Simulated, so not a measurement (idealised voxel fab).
A process module follows: voxel fin reveal.
cross-section cut | 200 nm wide | cells 5 nm
Cross-section layout: square cells on a grid; listed as bands, top to bottom; a band spans one or more cell rows. The entry gives the band's vertical extent as a top height and a bottom height in nm, then its horizontal make-up as materials from left to right, each with a width in nm. "blank" stands for empty space; a single material marked "edge to edge" fills the band edge to edge. Heights are expressed relative to 0, this being the level below which the as-received wafer comprises one material exclusively. The lowest band is unbounded in the downward direction and is denoted as in "0..down". The two numbers in a width such as "30->40" mark its ends across the band: the first belongs to the top row of cells, the second to the bottom row, and from each row to the next the width moves by the same amount. "changes: none", as given for a step, is the statement that not any cell of the cross-section underwent a change during that step. In the "Sealed internal cavities" entry, you get each enclosed empty space of 8 cells or more, one with no open way to the top, written width x height at distance, distance from the left edge, in nm. Heads up: the bit after the settings on a step's line is the simulator's remark on that step. The optional step-line setting "overlay nm" applies to steps with a mask and quantifies how far to the right of its planned location the mask lay, a negative value indicating leftward placement.

[The planned process steps are enumerated hereunder]
1. RECEIVE,material Si
2. CONFORMAL_DEP,material SiN,thk nm 5
3. DIRECTIONAL_DEP,material aC,thk nm 15
4. PATTERN,tone cover,mask id FINS,material resist,width nm 15,pitch nm 35,thk nm 35,overlay nm 0
5. DIRECTIONAL_ETCH,etch materials aC,depth nm 15
6. STRIP,etch materials resist
7. DIRECTIONAL_ETCH,etch materials SiN,depth nm 5
8. DIRECTIONAL_ETCH,etch materials Si,depth nm 35
9. STRIP,etch materials aC
10. OXIDIZE,depth nm 5
11. FILL_DEP,material SiO2,thk nm 15
12. CMP,height nm 5
13. SELECTIVE_ETCH,etch materials SiO2,depth nm 20
14. STRIP,etch materials SiN
15. CONFORMAL_DEP,material SiO2,thk nm 5

[Step 1 complete: cross-section of the wafer as received]
  0..down = Si edge to edge
  Sealed internal cavities: none

[Cross-section taken at module completion on the first of two wafers; processed per the plan]
  5..0 = blank=75; SiO2=15; blank=20; SiO2=15; blank=75
  0..-10 = blank=75; SiO2=5; Si=5; SiO2=5; blank=20; SiO2=5; Si=5; SiO2=5; blank=75
  -10..-40 = SiO2=80; Si=5; SiO2=30; Si=5; SiO2=80
  -40..down = Si edge to edge
  Sealed internal cavities: none

[The second wafer, shown in cross-section after the module: started the same way as the first and given the same plan, yet one mistake crept into how it was run]
  5..0 = blank=75; SiO2=20; blank=15; SiO2=20; blank=70
  0..-10 = blank=75; SiO2=5; Si=10; SiO2=5; blank=15; SiO2=5; Si=10; SiO2=5; blank=70
  -10..-40 = SiO2=80; Si=10; SiO2=25; Si=10; SiO2=75
  -40..down = Si edge to edge
  Sealed internal cavities: none
Diagnosis: step 4 deviated from plan and actually ran as PATTERN,tone cover,mask id FINS,material resist,width nm 20,pitch nm 35,thk nm 35,overlay nm 0
Wrapping up, a cell-based count of both wafers puts the second over or under the first for these materials: Si +16 | SiO2 -10
